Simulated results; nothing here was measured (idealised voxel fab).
This is a process module. Its name is voxel tone inversion.
Cross-section cut: width 170 nm, square cells of 5 nm.
Heads up, the way a cross-section reads in here is a grid of square cells, handed over as bands from the top down, with every band being one or more rows of cells. Heads up on the band format: heights come first, top then bottom, in nm. After that it's the materials left to right, each with its width in nm. A single material flagged "all across" fills the whole band edge to edge, and "air" means there's empty space there. We count height from 0. Below that, the starting wafer is all one material. The lowest band never ends at the bottom but goes on down; see "from 0 down" for how that is written. When a width is written as two numbers, as in "30..40", the first number is the width in the top row of cells of the band and the second is the width in its bottom row, and the width changes by the same amount from each row to the next. Take "remained the same" at face value: in the step it is given for, the cross-section changed in none of its cells. You'll see "Enclosed void listing" listing empty spaces that have no way open to the top, as long as they're 8 cells or more; the notation is width x height at distance, where the distance is from the left edge, and all of it is in nm. That trailing text on a step's line, after the settings, is the simulator's own remark on the step. A step's line can hold "overlay nm"; with a mask on that step, the setting says how far right of the planned place the mask lay, while a negative setting says it lay to the left.

Steps planned for the process
1 RECEIVE, material Si
2 CONFORMAL_DEP, material SiN, thk nm 10
3 DIRECTIONAL_DEP, material polySi, thk nm 20
4 PATTERN, tone cover, mask id POSTS, material resist, width nm 15, pitch nm 45, thk nm 25, overlay nm 0
5 DIRECTIONAL_ETCH, etch materials polySi, depth nm 20
6 STRIP, etch materials resist
7 FILL_DEP, material lowk, thk nm 10
8 CMP, height nm 30
9 STRIP, etch materials polySi
10 CONFORMAL_DEP, material TiN, thk nm 5
11 FILL_DEP, material Cu, thk nm 10
12 CMP, height nm 30
13 CONFORMAL_DEP, material SiCN, thk nm 5
Across this set of wafers, the varied parameter is the width nm of step 4. Starting conditions are identical for every wafer, and the plan reports the value assigned to the first wafer.

This is how the first of several wafers looked in cross-section when it arrived, which is after step 1
> from 0 down = Si all across
> Enclosed void listing: none

Row per wafer, end-of-module: cell gain (+)/loss (-) by material since the wafer came in, then closed voids
width nm 15; +9 Cu; +34 SiCN; +68 SiN; +27 TiN; +100 lowk; Enclosed void listing: none
width nm 20; +18 Cu; +34 SiCN; +68 SiN; +30 TiN; +88 lowk; Enclosed void listing: none
width nm 25; +27 Cu; +34 SiCN; +68 SiN; +33 TiN; +76 lowk; Enclosed void listing: none
width nm 30; +36 Cu; +34 SiCN; +68 SiN; +36 TiN; +64 lowk; Enclosed void listing: none
